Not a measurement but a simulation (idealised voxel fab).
The following is a process module called voxel lift off.
Cross-sectional view cut (width: 180 nm; square cell size: 5 nm).
Notation: cross-section as square-cell grid; stated in bands, top first, going down; one or more cell rows per band.
The band entry comprises the height of the band's top followed by the height of its bottom, expressed in nm, and subsequently the band's materials from left to right, each stated together with its width in nm. Where a single material is marked with the word "throughout", that material fills the band from edge to edge. The word "blank" represents empty space.
Heights are reckoned from 0. Under this level, the received wafer is all of one material. The bottommost band is open-ended downward, for example "from 0 down".
Width "30->40": first value at the band's top row of cells, second value at its bottom row, equal change from row to row.
What does "nothing got changed" mean for a step? It means no cell of the cross-section changed in that step.
Listed in "Enclosed void list": every empty space of 8 or more cells without an open way to the top. Form: width x height at distance, the distance being from the left edge, all in nm.
Past the settings on a step's line: simulator remark, on that step.
"overlay nm", when on a step's line for a step with a mask, measures how far to the right of its planned place the mask lay; a negative measure means to the left.
THE FOLLOWING LIST GIVES THE PLANNED PROCESS STEPS
1,RECEIVE,material Si
2,CONFORMAL_DEP,material SiO2,thk nm 5
3,PATTERN,tone open,mask id LINES,material resist,width nm 15,pitch nm 35,thk nm 15,overlay nm 0
4,DIRECTIONAL_DEP,material Ru,thk nm 5
5,STRIP,etch materials resist
6,CONFORMAL_DEP,material SiO2,thk nm 10
What sets these wafers apart? The thk nm at step 2. They all start alike, and the plan carries the first wafer's value.
THE FIRST OF SEVERAL WAFERS IN CROSS-SECTION, EXACTLY AS IT REACHED US AFTER STEP 1
	from 0 down = Si throughout
	Enclosed void list: none
ROW PER WAFER, END-OF-MODULE: CELL GAIN (+)/LOSS (-) BY MATERIAL SINCE THE WAFER CAME IN, THEN CLOSED VOIDS
thk nm 5 | +9 Ru | +120 SiO2 | Enclosed void list: none
thk nm 10 | +9 Ru | +156 SiO2 | Enclosed void list: none
thk nm 15 | +9 Ru | +192 SiO2 | Enclosed void list: none
thk nm 20 | +9 Ru | +228 SiO2 | Enclosed void list: none
thk nm 25 | +9 Ru | +264 SiO2 | Enclosed void list: none
